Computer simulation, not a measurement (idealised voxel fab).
Herein follows the process module entitled voxel ribs on slabs.
Displayed cross-section: cut, width of 145 nm, square cells sized 5 nm.
For the purposes of this document, a cross-section shall be understood as a grid of square cells, specified as bands listed in top-to-bottom order, each band consisting of one or more rows of cells.
Heights first: top, then bottom, in nm. Then materials, left to right, each with a width in nm. "edge to edge" on a single material: fills the band edge to edge. "empty": empty space.
Heights are expressed relative to 0, this being the level below which the as-received wafer comprises one material exclusively. The lowest band is unbounded in the downward direction and is denoted as in "0 -> down".
Top row gets the first number, bottom row gets the second, and each row in between changes by the same step: that is how a band width like "30 to 40" works.
Key: "no modifications" - step with no changed cell in the cross-section.
Enclosed voids (no open way to top), threshold 8 cells or more, entry "Closed internal cavities", notation width x height at distance, distance from left edge, nm.
The remark found on a step's line after its settings is issued by the simulator itself and pertains to that step.
The optional step-line setting "overlay nm" applies to steps with a mask and quantifies how far to the right of its planned location the mask lay, a negative value indicating leftward placement.
Steps in the process plan:
1. RECEIVE | material Si
2. DIRECTIONAL_DEP | material SiO2 | thk nm 25
3. DIRECTIONAL_DEP | material polySi | thk nm 15
4. DIRECTIONAL_DEP | material aC | thk nm 15
5. PATTERN | tone cover | mask id RIB | material resist | width nm 25 | thk nm 35 | overlay nm 0
6. DIRECTIONAL_ETCH | etch materials aC | depth nm 15
7. STRIP | etch materials resist
8. DIRECTIONAL_ETCH | etch materials polySi | depth nm 10
9. STRIP | etch materials aC
10. DIRECTIONAL_DEP | material aC | thk nm 10
11. PATTERN | tone cover | mask id SLAB | material resist | width nm 85 | thk nm 25 | overlay nm 0
12. DIRECTIONAL_ETCH | etch materials aC | depth nm 10
13. STRIP | etch materials resist
14. DIRECTIONAL_ETCH | etch materials polySi | depth nm 5
15. STRIP | etch materials aC
16. FILL_DEP | material SiO2 | thk nm 20
17. CMP | height nm 50
18. DIRECTIONAL_DEP | material W | thk nm 10
19. PATTERN | tone cover | mask id HEATER | material resist | width nm 35 | thk nm 15 | overlay nm 0
20. DIRECTIONAL_ETCH | etch materials W | depth nm 10
21. STRIP | etch materials resist
22. CONFORMAL_DEP | material SiN | thk nm 10
The following pertains to the first of two wafers, which was processed as planned:
Cross-section, incoming material, after step 1:
  0 -> down: Si edge to edge
  Closed internal cavities: none
The wafer in cross-section once step 2 is complete:
  25 -> 0: SiO2 edge to edge
  Rest of section, below 0: as before.
The wafer in cross-section once step 3 is complete:
  40 -> 25: polySi edge to edge
  Rest of section, below 25: as before.
The wafer in cross-section once step 4 is complete:
  55 -> 40: aC edge to edge
  Rest of section, below 40: as before.
The wafer in cross-section once step 5 is complete:
  90 -> 55: empty (60); resist (25); empty (60)
  Rest of section, below 55: as before.
The wafer in cross-section once step 6 is complete:
  75 -> 55: empty (60); resist (25); empty (60)
  55 -> 40: empty (60); aC (25); empty (60)
  Rest of section, below 40: as before.
The wafer in cross-section once step 7 is complete:
  55 -> 40: empty (60); aC (25); empty (60)
  Rest of section, below 40: as before.
The wafer in cross-section once step 8 is complete:
  55 -> 40: empty (60); aC (25); empty (60)
  40 -> 30: empty (60); polySi (25); empty (60)
  Rest of section, below 30: as before.
The wafer in cross-section once step 9 is complete:
  40 -> 30: empty (60); polySi (25); empty (60)
  Rest of section, below 30: as before.
The wafer in cross-section once step 10 is complete:
  50 -> 40: empty (60); aC (25); empty (60)
  40 -> 30: aC (60); polySi (25); aC (60)
  Rest of section, below 30: as before.
The wafer in cross-section once step 11 is complete:
  75 -> 50: empty (30); resist (85); empty (30)
  50 -> 40: empty (30); resist (30); aC (25); resist (30); empty (30)
  Rest of section, below 40: as before.
The wafer in cross-section once step 12 is complete:
  65 -> 50: empty (30); resist (85); empty (30)
  50 -> 40: empty (30); resist (30); aC (25); resist (30); empty (30)
  40 -> 30: empty (30); aC (30); polySi (25); aC (30); empty (30)
  Rest of section, below 30: as before.
The wafer in cross-section once step 13 is complete:
  50 -> 40: empty (60); aC (25); empty (60)
  Rest of section, below 40: as before.
The wafer in cross-section once step 14 is complete:
  50 -> 40: empty (60); aC (25); empty (60)
  40 -> 30: empty (30); aC (30); polySi (25); aC (30); empty (30)
  30 -> 25: empty (30); polySi (85); empty (30)
  Rest of section, below 25: as before.
The wafer in cross-section once step 15 is complete:
  40 -> 30: empty (60); polySi (25); empty (60)
  Rest of section, below 30: as before.
The wafer in cross-section once step 16 is complete:
  60 -> 40: SiO2 edge to edge
  40 -> 30: SiO2 (60); polySi (25); SiO2 (60)
  30 -> 25: SiO2 (30); polySi (85); SiO2 (30)
  Rest of section, below 25: as before.
The wafer in cross-section once step 17 is complete:
  50 -> 40: SiO2 edge to edge
  Rest of section, below 40: as before.
The wafer in cross-section once step 18 is complete:
  60 -> 50: W edge to edge
  Rest of section, below 50: as before.
The wafer in cross-section once step 19 is complete:
  75 -> 60: empty (55); resist (35); empty (55)
  Rest of section, below 60: as before.
The wafer in cross-section once step 20 is complete:
  75 -> 60: empty (55); resist (35); empty (55)
  60 -> 50: empty (55); W (35); empty (55)
  Rest of section, below 50: as before.
The wafer in cross-section once step 21 is complete:
  60 -> 50: empty (55); W (35); empty (55)
  Rest of section, below 50: as before.
The wafer in cross-section once step 22 is complete:
  70 -> 60: empty (45); SiN (55); empty (45)
  60 -> 50: SiN (55); W (35); SiN (55)
  Rest of section, below 50: as before.
Regarding the second of the two wafers: it shared the first wafer's starting condition and process plan, yet one error occurred during its execution. Its history coincides with that of the first wafer up to and including step 18:
Planned end of step 19: second wafer, cross-section:
  75 -> 60: empty (65); resist (35); empty (45)
  Rest of section, below 60: as before.
Planned end of step 20: second wafer, cross-section:
  75 -> 60: empty (65); resist (35); empty (45)
  60 -> 50: empty (65); W (35); empty (45)
  Rest of section, below 50: as before.
Planned end of step 21: second wafer, cross-section:
  60 -> 50: empty (65); W (35); empty (45)
  Rest of section, below 50: as before.
Planned end of step 22: second wafer, cross-section:
  70 -> 60: empty (55); SiN (55); empty (35)
  60 -> 50: SiN (65); W (35); SiN (45)
  Rest of section, below 50: as before.
Want to know what went wrong? step 19 ran as: PATTERN | tone cover | mask id HEATER | material resist | width nm 35 | thk nm 15 | overlay nm 10
Heads up: at the end the two wafers have identical cell counts per material, they're just laid out differently.
